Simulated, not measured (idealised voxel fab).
This is a process module. Its name is voxel ribs on slabs.
For reference, the cross-section in this document is cut, with width 240 nm and square cells of 5 nm.
Bands, listed from the top down, are how a cross-section gets written in this document; the cross-section itself is a grid of square cells, and a band is one or more rows of them.
The band entry comprises the height of the band's top followed by the height of its bottom, expressed in nm, and subsequently the band's materials from left to right, each stated together with its width in nm. Where a single material is marked with the word "full width", that material fills the band from edge to edge. The word "empty" represents empty space.
Heights are expressed relative to 0, this being the level below which the as-received wafer comprises one material exclusively. The lowest band is unbounded in the downward direction and is denoted as in "0 down".
Note: "30->40" means the width goes from the first number (top row of the band) to the second number (bottom row) in equal steps per row of cells.
Take "nothing changed" at face value: in the step it is given for, the cross-section changed in none of its cells.
Entry "Closed void catalog" = empty spaces >= 8 cells with no open way to the top; each as width x height at distance, distance from left edge, all nm.
Step line, after settings: the simulator's comment on this step.
The line of a step may include "overlay nm". On a step with a mask, this value is how far to the right of its planned place the mask lay. A negative value means the mask lay to the left.

Listed below are the process steps as planned:
| 1 | RECEIVE,material Si |
| 2 | DIRECTIONAL_DEP,material SiO2,thk nm 25 |
| 3 | DIRECTIONAL_DEP,material polySi,thk nm 20 |
| 4 | PATTERN,tone cover,mask id RIB,material resist,width nm 25,thk nm 15,overlay nm 0 |
| 5 | DIRECTIONAL_ETCH,etch materials polySi,depth nm 5 |
| 6 | STRIP,etch materials resist |
| 7 | PATTERN,tone cover,mask id SLAB,material resist,width nm 75,thk nm 20,overlay nm 0 |
| 8 | DIRECTIONAL_ETCH,etch materials polySi,depth nm 15 |
| 9 | STRIP,etch materials resist |
| 10 | FILL_DEP,material SiO2,thk nm 25 |
| 11 | CMP,height nm 65 |
| 12 | DIRECTIONAL_DEP,material TiN,thk nm 10 |
| 13 | MASKED_ETCH,tone cover,mask id HEATER,width nm 35,etch materials TiN,depth nm 10,overlay nm 0 |
| 14 | CONFORMAL_DEP,material SiO2,thk nm 5 |

Cross-section, incoming material, after step 1:
0 down  Si full width
Closed void catalog: none

Module complete, cross-section. Starting point and plan per above. One mistake made in running the module:
80 to 75  SiO2 full width
75 to 65  polySi full width
65 to 45  SiO2 full width
45 to 40  SiO2 105; polySi 25; SiO2 110
40 to 25  SiO2 80; polySi 75; SiO2 85
25 to 0  SiO2 full width
0 down  Si full width
Closed void catalog: none
The mistake made against the process plan was this: step 12 ran with different settings than intended, the actual operation and settings being DIRECTIONAL_DEP,material polySi,thk nm 10
